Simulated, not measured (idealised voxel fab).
Module name: voxel quadruple lines (process module)
Displayed cross-section: cut, width of 225 nm, square cells sized 5 nm.
How to read a cross-section here: the picture is a grid of square cells, written as bands going from the top down, and any band can span one or more rows of cells.
Heads up on the band format: heights come first, top then bottom, in nm. After that it's the materials left to right, each with its width in nm. A single material flagged "edge to edge" fills the whole band edge to edge, and "blank" means there's empty space there.
Height datum 0, below which the as-received substrate wafer is one material. Lowest band open at the bottom, running downward: "top 0, no bottom".
Per-row width for "30 to 40": begins at first number (top row of band), ends at second number (bottom row), increment between rows held constant.
A step reported as "identical to before" is a step in which no cell of the cross-section changed.
Any empty space of 8 cells or more lacking an open way to the top shows up in "Closed void register" as width x height at distance, distance from the left edge, in nm.
Note: text after step settings on the step line = simulator remark on that step.
A step line may carry the setting "overlay nm", which, for steps involving a mask, states the distance by which the mask lay to the right of its intended position; negative values denote displacement to the left.

**Process steps foreseen in the plan**
1 RECEIVE | material Si
2 CONFORMAL_DEP | material SiO2 | thk nm 10
3 DIRECTIONAL_DEP | material TiN | thk nm 10
4 DIRECTIONAL_DEP | material polySi | thk nm 20
5 DIRECTIONAL_DEP | material aC | thk nm 20
6 PATTERN | tone cover | mask id MANDREL | material resist | width nm 30 | thk nm 30 | overlay nm 0
7 DIRECTIONAL_ETCH | etch materials aC | depth nm 20
8 STRIP | etch materials resist
9 CONFORMAL_DEP | material SiO2 | thk nm 10
10 DIRECTIONAL_ETCH | etch materials SiO2 | depth nm 10
11 STRIP | etch materials aC
12 DIRECTIONAL_ETCH | etch materials polySi | depth nm 20
13 STRIP | etch materials SiO2
14 CONFORMAL_DEP | material SiN | thk nm 10
15 DIRECTIONAL_ETCH | etch materials SiN | depth nm 10
16 STRIP | etch materials polySi
17 DIRECTIONAL_ETCH | etch materials TiN | depth nm 10
18 STRIP | etch materials SiN
19 FILL_DEP | material lowk | thk nm 10
20 CMP | height nm 20

**The first of a set of two wafers, run to plan**

**Cross-section of the incoming wafer, state after step 1**
  top 0, no bottom | Si edge to edge
  Closed void register: none

**Cross-section through the wafer, step 2 finished**
  top 10, bottom 0 | SiO2 edge to edge
  Rest of section, below 0: as before.

**Cross-section through the wafer, step 3 finished**
  top 20, bottom 10 | TiN edge to edge
  Rest of section, below 10: as before.

**Cross-section through the wafer, step 4 finished**
  top 40, bottom 20 | polySi edge to edge
  Rest of section, below 20: as before.

**Cross-section through the wafer, step 5 finished**
  top 60, bottom 40 | aC edge to edge
  Rest of section, below 40: as before.

**Cross-section through the wafer, step 6 finished**
  top 90, bottom 60 | blank (95); resist (30); blank (100)
  Rest of section, below 60: as before.

**Cross-section through the wafer, step 7 finished**
  top 70, bottom 60 | blank (95); resist (30); blank (100)
  top 60, bottom 40 | blank (95); aC (30); blank (100)
  Rest of section, below 40: as before.

**Cross-section through the wafer, step 8 finished**
  top 60, bottom 40 | blank (95); aC (30); blank (100)
  Rest of section, below 40: as before.

**Cross-section through the wafer, step 9 finished**
  top 70, bottom 60 | blank (85); SiO2 (50); blank (90)
  top 60, bottom 50 | blank (85); SiO2 (10); aC (30); SiO2 (10); blank (90)
  top 50, bottom 40 | SiO2 (95); aC (30); SiO2 (100)
  Rest of section, below 40: as before.

**Cross-section through the wafer, step 10 finished**
  top 60, bottom 40 | blank (85); SiO2 (10); aC (30); SiO2 (10); blank (90)
  Rest of section, below 40: as before.

**Cross-section through the wafer, step 11 finished**
  top 60, bottom 40 | blank (85); SiO2 (10); blank (30); SiO2 (10); blank (90)
  Rest of section, below 40: as before.

**Cross-section through the wafer, step 12 finished**
  top 60, bottom 40 | blank (85); SiO2 (10); blank (30); SiO2 (10); blank (90)
  top 40, bottom 20 | blank (85); polySi (10); blank (30); polySi (10); blank (90)
  Rest of section, below 20: as before.

**Cross-section through the wafer, step 13 finished**
  top 40, bottom 20 | blank (85); polySi (10); blank (30); polySi (10); blank (90)
  Rest of section, below 20: as before.

**Cross-section through the wafer, step 14 finished**
  top 50, bottom 40 | blank (75); SiN (30); blank (10); SiN (30); blank (80)
  top 40, bottom 30 | blank (75); SiN (10); polySi (10); SiN (10); blank (10); SiN (10); polySi (10); SiN (10); blank (80)
  top 30, bottom 20 | SiN (85); polySi (10); SiN (30); polySi (10); SiN (90)
  Rest of section, below 20: as before.

**Cross-section through the wafer, step 15 finished**
  top 40, bottom 20 | blank (75); SiN (10); polySi (10); SiN (10); blank (10); SiN (10); polySi (10); SiN (10); blank (80)
  Rest of section, below 20: as before.

**Cross-section through the wafer, step 16 finished**
  top 40, bottom 20 | blank (75); SiN (10); blank (10); SiN (10); blank (10); SiN (10); blank (10); SiN (10); blank (80)
  Rest of section, below 20: as before.

**Cross-section through the wafer, step 17 finished**
  top 40, bottom 20 | blank (75); SiN (10); blank (10); SiN (10); blank (10); SiN (10); blank (10); SiN (10); blank (80)
  top 20, bottom 10 | blank (75); TiN (10); blank (10); TiN (10); blank (10); TiN (10); blank (10); TiN (10); blank (80)
  Rest of section, below 10: as before.

**Cross-section through the wafer, step 18 finished**
  top 20, bottom 10 | blank (75); TiN (10); blank (10); TiN (10); blank (10); TiN (10); blank (10); TiN (10); blank (80)
  Rest of section, below 10: as before.

**Cross-section through the wafer, step 19 finished**
  top 30, bottom 20 | lowk edge to edge
  top 20, bottom 10 | lowk (75); TiN (10); lowk (10); TiN (10); lowk (10); TiN (10); lowk (10); TiN (10); lowk (80)
  Rest of section, below 10: as before.

**Cross-section through the wafer, step 20 finished**
  top 20, bottom 10 | lowk (75); TiN (10); lowk (10); TiN (10); lowk (10); TiN (10); lowk (10); TiN (10); lowk (80)
  Rest of section, below 10: as before.

**Companion wafer, the second of two: same beginning, same intended sequence, one mistake in carrying it out; through step 1 inclusive it tracks the first exactly**

What the second wafer looks like in cross-section when step 2 should have wrapped up: identical to before

**What the second wafer looks like in cross-section when step 3 should have wrapped up**
  top 10, bottom 0 | TiN edge to edge
  Rest of section, below 0: as before.

**What the second wafer looks like in cross-section when step 4 should have wrapped up**
  top 30, bottom 10 | polySi edge to edge
  Rest of section, below 10: as before.

**What the second wafer looks like in cross-section when step 5 should have wrapped up**
  top 50, bottom 30 | aC edge to edge
  Rest of section, below 30: as before.

**What the second wafer looks like in cross-section when step 6 should have wrapped up**
  top 80, bottom 50 | blank (95); resist (30); blank (100)
  Rest of section, below 50: as before.

**What the second wafer looks like in cross-section when step 7 should have wrapped up**
  top 60, bottom 50 | blank (95); resist (30); blank (100)
  top 50, bottom 30 | blank (95); aC (30); blank (100)
  Rest of section, below 30: as before.

**What the second wafer looks like in cross-section when step 8 should have wrapped up**
  top 50, bottom 30 | blank (95); aC (30); blank (100)
  Rest of section, below 30: as before.

**What the second wafer looks like in cross-section when step 9 should have wrapped up**
  top 60, bottom 50 | blank (85); SiO2 (50); blank (90)
  top 50, bottom 40 | blank (85); SiO2 (10); aC (30); SiO2 (10); blank (90)
  top 40, bottom 30 | SiO2 (95); aC (30); SiO2 (100)
  Rest of section, below 30: as before.

**What the second wafer looks like in cross-section when step 10 should have wrapped up**
  top 50, bottom 30 | blank (85); SiO2 (10); aC (30); SiO2 (10); blank (90)
  Rest of section, below 30: as before.

**What the second wafer looks like in cross-section when step 11 should have wrapped up**
  top 50, bottom 30 | blank (85); SiO2 (10); blank (30); SiO2 (10); blank (90)
  Rest of section, below 30: as before.

**What the second wafer looks like in cross-section when step 12 should have wrapped up**
  top 50, bottom 30 | blank (85); SiO2 (10); blank (30); SiO2 (10); blank (90)
  top 30, bottom 10 | blank (85); polySi (10); blank (30); polySi (10); blank (90)
  Rest of section, below 10: as before.

**What the second wafer looks like in cross-section when step 13 should have wrapped up**
  top 30, bottom 10 | blank (85); polySi (10); blank (30); polySi (10); blank (90)
  Rest of section, below 10: as before.

**What the second wafer looks like in cross-section when step 14 should have wrapped up**
  top 40, bottom 30 | blank (75); SiN (30); blank (10); SiN (30); blank (80)
  top 30, bottom 20 | blank (75); SiN (10); polySi (10); SiN (10); blank (10); SiN (10); polySi (10); SiN (10); blank (80)
  top 20, bottom 10 | SiN (85); polySi (10); SiN (30); polySi (10); SiN (90)
  Rest of section, below 10: as before.

**What the second wafer looks like in cross-section when step 15 should have wrapped up**
  top 30, bottom 10 | blank (75); SiN (10); polySi (10); SiN (10); blank (10); SiN (10); polySi (10); SiN (10); blank (80)
  Rest of section, below 10: as before.

**What the second wafer looks like in cross-section when step 16 should have wrapped up**
  top 30, bottom 10 | blank (75); SiN (10); blank (10); SiN (10); blank (10); SiN (10); blank (10); SiN (10); blank (80)
  Rest of section, below 10: as before.

**What the second wafer looks like in cross-section when step 17 should have wrapped up**
  top 30, bottom 10 | blank (75); SiN (10); blank (10); SiN (10); blank (10); SiN (10); blank (10); SiN (10); blank (80)
  top 10, bottom 0 | blank (75); TiN (10); blank (10); TiN (10); blank (10); TiN (10); blank (10); TiN (10); blank (80)
  Rest of section, below 0: as before.

**What the second wafer looks like in cross-section when step 18 should have wrapped up**
  top 10, bottom 0 | blank (75); TiN (10); blank (10); TiN (10); blank (10); TiN (10); blank (10); TiN (10); blank (80)
  Rest of section, below 0: as before.

**What the second wafer looks like in cross-section when step 19 should have wrapped up**
  top 20, bottom 10 | lowk edge to edge
  top 10, bottom 0 | lowk (75); TiN (10); lowk (10); TiN (10); lowk (10); TiN (10); lowk (10); TiN (10); lowk (80)
  Rest of section, below 0: as before.

What the second wafer looks like in cross-section when step 20 should have wrapped up: identical to before
Error vs. plan: step 2 of the plan was bypassed and not carried out
Wafer comparison, final, in cells, second relative to first, materials more or fewer: -90 SiO2, +90 lowk
